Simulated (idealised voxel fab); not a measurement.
Process module name: voxel transistor to metal
We display cut, a cross-section 210 nm in width whose square cells are each 5 nm.
Cross-section = grid of square cells, listed top down in bands; band = one or more rows. Top, bottom (nm), then materials left to right with widths (nm); lone material tagged "full width" fills the whole band edge to edge; "air" = empty space. Beneath 0, the wafer as received is one material, and that level is where height counting begins. The lowest band goes on downward without a bottom; it is written like "0 nm and below". Width "30..40": first value at the band's top row of cells, second value at its bottom row, equal change from row to row. "changes: none", as given for a step, is the statement that not any cell of the cross-section underwent a change during that step. Empty spaces without an open route to the top, at least 8 cells in extent, make up the entry "Closed void register"; each is given as width x height at distance, where the distance is measured from the left edge, and all are in nm. It should be noted that, on the line of a given step, the content following the step's settings is a remark produced by the simulator itself with respect to that step. Each step line may optionally specify "overlay nm", which for a step with a mask gives the rightward distance between the mask's planned place and where it lay, a negative value indicating the leftward direction.

The following list gives the planned process steps
| 1 | RECEIVE, material Si |
| 2 | CONFORMAL_DEP, material SiO2, thk nm 5 |
| 3 | CONFORMAL_DEP, material SiN, thk nm 10 |
| 4 | MASKED_ETCH, tone cover, mask id ACTIVE, width nm 115, etch materials SiN, depth nm 10, overlay nm 0 |
| 5 | MASKED_ETCH, tone cover, mask id ACTIVE, width nm 115, etch materials SiO2, depth nm 5, overlay nm 0 |
| 6 | MASKED_ETCH, tone cover, mask id ACTIVE, width nm 115, etch materials Si, depth nm 35, overlay nm 0 |
| 7 | OXIDIZE, depth nm 5 |
| 8 | FILL_DEP, material SiO2, thk nm 15 |
| 9 | CMP, height nm 15 |
| 10 | SELECTIVE_ETCH, etch materials SiO2, depth nm 5 |
| 11 | STRIP, etch materials SiN |
| 12 | SELECTIVE_ETCH, etch materials SiO2, depth nm 5 |
| 13 | OXIDIZE, depth nm 5 |
| 14 | DIRECTIONAL_DEP, material polySi, thk nm 30 |
| 15 | DIRECTIONAL_DEP, material SiCN, thk nm 10 |
| 16 | PATTERN, tone cover, mask id GATE, material resist, width nm 25, thk nm 15, overlay nm 0 |
| 17 | DIRECTIONAL_ETCH, etch materials SiCN, depth nm 20 |
| 18 | DIRECTIONAL_ETCH, etch materials polySi, depth nm 40 |
| 19 | STRIP, etch materials resist |
| 20 | CONFORMAL_DEP, material SiN, thk nm 10 |
| 21 | DIRECTIONAL_ETCH, etch materials SiN, depth nm 10 |
| 22 | DIRECTIONAL_ETCH, etch materials SiO2, depth nm 5 |
| 23 | EPI, material nSi, thk nm 5 |
| 24 | FILL_DEP, material SiO2, thk nm 5 |
| 25 | CMP, height nm 40 |
| 26 | DIRECTIONAL_DEP, material SiO2, thk nm 10 |
| 27 | DIRECTIONAL_DEP, material aC, thk nm 10 |
| 28 | PATTERN, tone open, mask id CONTACT, material resist, width nm 20, pitch nm 75, thk nm 30, overlay nm 0 |
| 29 | DIRECTIONAL_ETCH, etch materials aC, depth nm 10 |
| 30 | STRIP, etch materials resist |
| 31 | DIRECTIONAL_ETCH, etch materials SiO2, depth nm 50 |
| 32 | STRIP, etch materials aC |
| 33 | CONFORMAL_DEP, material TiN, thk nm 5 |
| 34 | FILL_DEP, material Ru, thk nm 5 |
| 35 | CMP, height nm 50 |
| 36 | CONFORMAL_DEP, material SiCN, thk nm 5 |
| 37 | DIRECTIONAL_DEP, material lowk, thk nm 15 |
| 38 | PATTERN, tone open, mask id METAL_1, material resist, width nm 20, pitch nm 75, thk nm 20, overlay nm 0 |
| 39 | DIRECTIONAL_ETCH, etch materials lowk, depth nm 15 |
| 40 | DIRECTIONAL_ETCH, etch materials SiCN, depth nm 5 |
| 41 | STRIP, etch materials resist |
| 42 | CONFORMAL_DEP, material TiN, thk nm 5 |
| 43 | FILL_DEP, material W, thk nm 5 |
| 44 | CMP, height nm 70 |
| 45 | CONFORMAL_DEP, material SiN, thk nm 5 |

The cross-section here shows the wafer as received, i.e. in its state after step 1
    0 nm and below = Si full width
    Closed void register: none

Module complete, cross-section. Starting point and plan per above. One mistake made in running the module
    75 nm to 70 nm = SiN full width
    70 nm to 55 nm = lowk 65, TiN 5, W 10, TiN 5, lowk 55, TiN 5, W 10, TiN 5, lowk 50
    55 nm to 50 nm = SiCN 65, TiN 20, SiCN 55, TiN 20, SiCN 50
    50 nm to 40 nm = SiO2 55, TiN 5, Ru 10, TiN 5, SiO2 55, TiN 5, Ru 10, TiN 5, SiO2 60
    40 nm to 30 nm = SiO2 55, TiN 5, Ru 10, TiN 5, SiO2 5, SiN 10, SiCN 25, SiN 10, SiO2 5, TiN 5, Ru 10, TiN 5, SiO2 60
    30 nm to 5 nm = SiO2 55, TiN 5, Ru 10, TiN 5, SiO2 5, SiN 10, polySi 25, SiN 10, SiO2 5, TiN 5, Ru 10, TiN 5, SiO2 60
    5 nm to 0 nm = SiO2 40, SiN 10, SiO2 5, TiN 20, SiO2 5, SiN 10, polySi 25, SiN 10, SiO2 5, TiN 20, SiO2 5, SiN 10, SiO2 45
    0 nm to -5 nm = SiO2 50, nSi 30, SiO2 45, nSi 30, SiO2 55
    -5 nm to -40 nm = SiO2 50, Si 105, SiO2 55
    -40 nm and below = Si full width
    Closed void register: none
So what did we get wrong on this run? step 38 off recipe, ran as PATTERN, tone open, mask id METAL_1, material resist, width nm 20, pitch nm 75, thk nm 20, overlay nm 10
